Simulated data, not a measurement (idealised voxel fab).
Process module, titled voxel spacer lines
270 nm wide, 5 nm square cells: that's cross-section cut.
In this document a cross-section is written as a grid of square cells. It is given as a series of bands, listed from the top down, and a band is one or more rows of cells. Heads up on the band format: heights come first, top then bottom, in nm. After that it's the materials left to right, each with its width in nm. A single material flagged "full width" fills the whole band edge to edge, and "empty" means there's empty space there. The reference from which all heights are counted is 0, the level beneath which the as-received wafer is entirely one material; the lowest band, having no lower bound, proceeds downward and is written after the example "0 and below". With a width like "30->40", each row of cells in the band differs from the next by the same amount, the top row carrying the first number and the bottom row the second. Step marked "no alterations made"? Then no cell in the cross-section changed in it. Empty spaces without an open route to the top, at least 8 cells in extent, make up the entry "Closed void list"; each is given as width x height at distance, where the distance is measured from the left edge, and all are in nm. On each step's line, the part that comes after the settings is the simulator's own comment on the step. The optional step-line setting "overlay nm" applies to steps with a mask and quantifies how far to the right of its planned location the mask lay, a negative value indicating leftward placement.

The process steps that were planned are listed below
1) RECEIVE,material Si
2) CONFORMAL_DEP,material SiO2,thk nm 10
3) DIRECTIONAL_DEP,material W,thk nm 15
4) DIRECTIONAL_DEP,material polySi,thk nm 30
5) PATTERN,tone cover,mask id MANDREL,material resist,width nm 25,pitch nm 80,thk nm 40,overlay nm -15
6) DIRECTIONAL_ETCH,etch materials polySi,depth nm 30
7) STRIP,etch materials resist
8) CONFORMAL_DEP,material SiN,thk nm 15
9) DIRECTIONAL_ETCH,etch materials SiN,depth nm 15
10) STRIP,etch materials polySi
11) DIRECTIONAL_ETCH,etch materials W,depth nm 15
12) STRIP,etch materials SiN
13) FILL_DEP,material SiO2,thk nm 10
14) CMP,height nm 25
It is noted that the wafers described herein are identical at the outset and are distinguished by the overlay nm of step 5; the value stated in the plan corresponds to the first wafer.

As-received state after step 1, first of several wafers, cross-section
* 0 and below  Si full width
* Closed void list: none

Once step 14, the last step, is complete, the module is at its end; this is the cross-section of the first of several wafers
* 25 down to 10  SiO2 50 nm; W 15 nm; SiO2 25 nm; W 15 nm; SiO2 25 nm; W 15 nm; SiO2 25 nm; W 15 nm; SiO2 85 nm
* 10 down to 0  SiO2 full width
* 0 and below  Si full width
* Closed void list: none

Cross-sectional view, end of module, last wafer of several
* 25 down to 10  SiO2 80 nm; W 15 nm; SiO2 25 nm; W 15 nm; SiO2 25 nm; W 15 nm; SiO2 25 nm; W 15 nm; SiO2 55 nm
* 10 down to 0  SiO2 full width
* 0 and below  Si full width
* Closed void list: none

Heads up, this table goes wafer by wafer. A row tells you, at the end of the module, how many cells of each material that wafer has put on (+) or dropped (-) since it was received, and then its closed voids
overlay nm -15; +234 SiO2; +36 W; Closed void list: none
overlay nm -10; +234 SiO2; +36 W; Closed void list: none
overlay nm -5; +234 SiO2; +36 W; Closed void list: none
overlay nm 0; +234 SiO2; +36 W; Closed void list: none
overlay nm 5; +234 SiO2; +36 W; Closed void list: none
overlay nm 10; +234 SiO2; +36 W; Closed void list: none
overlay nm 15; +234 SiO2; +36 W; Closed void list: none
